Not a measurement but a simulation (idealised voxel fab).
A process module follows: voxel gate over fins.
For reference, the cross-section in this document is cut, with width 240 nm and square cells of 5 nm.
If you're reading a cross-section in this doc, picture square cells in a grid; it comes to you as bands, top ones listed first down to the bottom, and a band can be one or more rows of cells. Top height, bottom height, nm. Materials left to right, width each, nm. Single material + "edge to edge" = fills band edge to edge. "blank" = empty. Heads up on the height convention: 0 is the point under which the incoming wafer is all one material, and the lowest band has no bottom, it just keeps going down, like "0 and below". The notation "30 to 40" denotes a width that varies across the rows of cells in the band, beginning at the first number in the top row, finishing at the second number in the bottom row, and changing by an identical amount from each row to the next. It should be understood that the words "no change occurred", when stated for a given step, signify that the cross-section underwent no change in any of its cells during that step. If an empty space has no open way to the top and is at least 8 cells in size, "Sealed internal cavities" lists it, written width x height at distance, where distance is measured from the left edge and every value is in nm. The remark found on a step's line after its settings is issued by the simulator itself and pertains to that step. Regarding "overlay nm": on a step with a mask, it is the distance the mask lay to the right of its planned place; a negative value places it to the left.
# Set out below are the planned steps of the process
1. RECEIVE,material Si
2. CONFORMAL_DEP,material SiN,thk nm 10
3. MASKED_ETCH,tone cover,mask id FINS,width nm 15,pitch nm 60,etch materials SiN,depth nm 10,overlay nm 0
4. MASKED_ETCH,tone cover,mask id FINS,width nm 15,pitch nm 60,etch materials Si,depth nm 40,overlay nm 0
5. FILL_DEP,material SiO2,thk nm 15
6. CMP,height nm 10
7. PATTERN,tone open,mask id RAIL,material resist,width nm 15,thk nm 15,overlay nm 0
8. DIRECTIONAL_ETCH,etch materials SiO2,depth nm 45
9. STRIP,etch materials resist
10. CONFORMAL_DEP,material TiN,thk nm 5
11. FILL_DEP,material W,thk nm 5
12. CMP,height nm 10
13. SELECTIVE_ETCH,etch materials W Ru TiN,depth nm 30
14. FILL_DEP,material SiO2,thk nm 5
15. CMP,height nm 10
16. SELECTIVE_ETCH,etch materials SiO2,depth nm 25
17. STRIP,etch materials SiN
18. CONFORMAL_DEP,material HfO2,thk nm 5
19. CONFORMAL_DEP,material TiN,thk nm 5
20. FILL_DEP,material W,thk nm 10
21. CMP,height nm 15
22. CONFORMAL_DEP,material SiN,thk nm 10
# As-received wafer cross-section (after step 1)
	0 and below | Si edge to edge
	Sealed internal cavities: none
# First of two wafers at the end of the module, shown in cross-section; run carried out as planned
	25 down to 15 | SiN edge to edge
	15 down to 10 | W edge to edge
	10 down to 5 | W (70); TiN (35); W (25); TiN (35); W (75)
	5 down to 0 | W (70); TiN (5); HfO2 (25); TiN (5); W (25); TiN (5); HfO2 (25); TiN (5); W (75)
	0 down to -5 | W (70); TiN (5); HfO2 (5); Si (15); HfO2 (5); TiN (5); W (25); TiN (5); HfO2 (5); Si (15); HfO2 (5); TiN (5); W (75)
	-5 down to -10 | TiN (75); HfO2 (5); Si (15); HfO2 (5); TiN (35); HfO2 (5); Si (15); HfO2 (5); TiN (80)
	-10 down to -15 | HfO2 (80); Si (15); HfO2 (45); Si (15); HfO2 (85)
	-15 down to -20 | SiO2 (80); Si (15); SiO2 (45); Si (15); SiO2 (85)
	-20 down to -30 | SiO2 (80); Si (15); SiO2 (15); TiN (5); W (5); TiN (5); SiO2 (15); Si (15); SiO2 (85)
	-30 down to -35 | SiO2 (80); Si (15); SiO2 (15); TiN (15); SiO2 (15); Si (15); SiO2 (85)
	-35 down to -40 | SiO2 (80); Si (15); SiO2 (45); Si (15); SiO2 (85)
	-40 and below | Si edge to edge
	Sealed internal cavities: none
# Presented here is a cross-section of the second of the two wafers as it stood at the end of the module. It was started in the same manner and assigned the same plan as the first wafer; however, one mistake was made in its execution
	25 down to 15 | SiN edge to edge
	15 down to 5 | W edge to edge
	5 down to 0 | W (75); TiN (25); W (35); TiN (25); W (80)
	0 down to -10 | W (75); TiN (5); Si (15); TiN (5); W (35); TiN (5); Si (15); TiN (5); W (80)
	-10 down to -15 | TiN (80); Si (15); TiN (45); Si (15); TiN (85)
	-15 down to -20 | SiO2 (80); Si (15); SiO2 (45); Si (15); SiO2 (85)
	-20 down to -30 | SiO2 (80); Si (15); SiO2 (15); TiN (5); W (5); TiN (5); SiO2 (15); Si (15); SiO2 (85)
	-30 down to -35 | SiO2 (80); Si (15); SiO2 (15); TiN (15); SiO2 (15); Si (15); SiO2 (85)
	-35 down to -40 | SiO2 (80); Si (15); SiO2 (45); Si (15); SiO2 (85)
	-40 and below | Si edge to edge
	Sealed internal cavities: none
What went wrong in running the wafer? skipped: plan step 18 (never run)
End check, counted in cells, second wafer has more or fewer of these materials than the first: 60 fewer of HfO2, 60 more of W
